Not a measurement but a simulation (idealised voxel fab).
process module | voxel gate over fins
cross-section cut | 250 nm wide | cells 5 nm
A cross-section is a grid of square cells, given in bands from the top down. A band is one or more rows of cells.
Each band's line starts with the height of the band's top and of its bottom, in nm. Then come its materials from left to right, each with its width in nm. One material with "throughout" fills the band from edge to edge. "air" is empty space.
Height 0 is the level under which the wafer as received is all one material. The lowest band goes on downwards, as in "0 down".
A width such as "30 to 40" changes by the same amount from each row of cells to the next, from the band's top row to its bottom row.
"no change" after a step means that no cell of the cross-section changed.
closed voids: empty space of 8 cells or more with no open way to the top, each as width x height at its distance from the left edge, in nm
after a step's settings: what the simulator itself notes on the step
overlay nm, on a step with a mask: how far to the right of its planned place the mask lay; to the left if negative
plan
1 op RECEIVE | material Si
2 op CONFORMAL_DEP | material SiN | thk nm 5
3 op MASKED_ETCH | tone cover | mask id FINS | width nm 15 | pitch nm 35 | etch materials SiN | depth nm 5 | overlay nm -15
4 op MASKED_ETCH | tone cover | mask id FINS | width nm 15 | pitch nm 35 | etch materials Si | depth nm 40 | overlay nm 0
5 op FILL_DEP | material SiO2 | thk nm 15
6 op CMP | height nm 5
7 op SELECTIVE_ETCH | etch materials SiO2 | depth nm 15
8 op STRIP | etch materials SiN
9 op CONFORMAL_DEP | material HfO2 | thk nm 5
10 op CONFORMAL_DEP | material TiN | thk nm 5
11 op FILL_DEP | material W | thk nm 10
12 op CMP | height nm 15
13 op CONFORMAL_DEP | material SiN | thk nm 5
varied across the wafers: overlay nm of step 3. The plan shows the first wafer's value. All wafers start alike
first wafer as received, after step 1
  0 down: Si throughout
  closed voids: none
each wafer at the end: cells of each material gained (+) or lost (-) since it was received, then its closed voids
overlay nm -15 | +56 HfO2 | -304 Si | +50 SiN | +228 SiO2 | +54 TiN | +116 W | closed voids: none
overlay nm -10 | +58 HfO2 | -320 Si | +50 SiN | +240 SiO2 | +54 TiN | +118 W | closed voids: none
overlay nm -5 | +58 HfO2 | -336 Si | +50 SiN | +252 SiO2 | +56 TiN | +120 W | closed voids: none
overlay nm 0 | +58 HfO2 | -352 Si | +50 SiN | +264 SiO2 | +58 TiN | +122 W | closed voids: none
overlay nm 5 | +58 HfO2 | -336 Si | +50 SiN | +252 SiO2 | +56 TiN | +120 W | closed voids: none
overlay nm 10 | +58 HfO2 | -320 Si | +50 SiN | +240 SiO2 | +54 TiN | +118 W | closed voids: none
overlay nm 15 | +56 HfO2 | -304 Si | +50 SiN | +228 SiO2 | +54 TiN | +116 W | closed voids: none
